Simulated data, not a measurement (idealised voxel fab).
process module | voxel plated lines
cross-section cut | 285 nm wide | cells 5 nm
A cross-section is a grid of square cells, given in bands from the top down. A band is one or more rows of cells.
Each band's line starts with the height of the band's top and of its bottom, in nm. Then come its materials from left to right, each with its width in nm. One material with "throughout" fills the band from edge to edge. "air" is empty space.
Height 0 is the level under which the wafer as received is all one material. The lowest band goes on downwards, as in "0 down".
A width such as "30 to 40" changes by the same amount from each row of cells to the next, from the band's top row to its bottom row.
"no change" after a step means that no cell of the cross-section changed.
closed voids: empty space of 8 cells or more with no open way to the top, each as width x height at its distance from the left edge, in nm
after a step's settings: what the simulator itself notes on the step
overlay nm, on a step with a mask: how far to the right of its planned place the mask lay; to the left if negative
plan
1 op RECEIVE | material Si
2 op CONFORMAL_DEP | material SiN | thk nm 10
3 op DIRECTIONAL_DEP | material TiN | thk nm 5
4 op PATTERN | tone open | mask id LINES | material resist | width nm 30 | pitch nm 60 | thk nm 15 | overlay nm 0
5 op EPI | material Ru | thk nm 10
6 op STRIP | etch materials resist
7 op DIRECTIONAL_ETCH | etch materials TiN | depth nm 5
8 op CONFORMAL_DEP | material SiN | thk nm 10
as received, after step 1
  0 down: Si throughout
  closed voids: none
a wafer at the end: this start, this plan, one mistake
  35 to 25: air 90 | SiN 45 | air 15 | SiN 45 | air 90
  25 to 20: air 90 | SiN 10 | Ru 25 | SiN 10 | air 15 | SiN 10 | Ru 25 | SiN 10 | air 90
  20 to 15: SiN 100 | Ru 25 | SiN 35 | Ru 25 | SiN 100
  15 to 10: SiN 100 | TiN 25 | SiN 35 | TiN 25 | SiN 100
  10 to 0: SiN throughout
  0 down: Si throughout
  closed voids: none
what went wrong: step 4 ran as: op PATTERN | tone open | mask id LINES | material resist | width nm 25 | pitch nm 60 | thk nm 15 | overlay nm 0
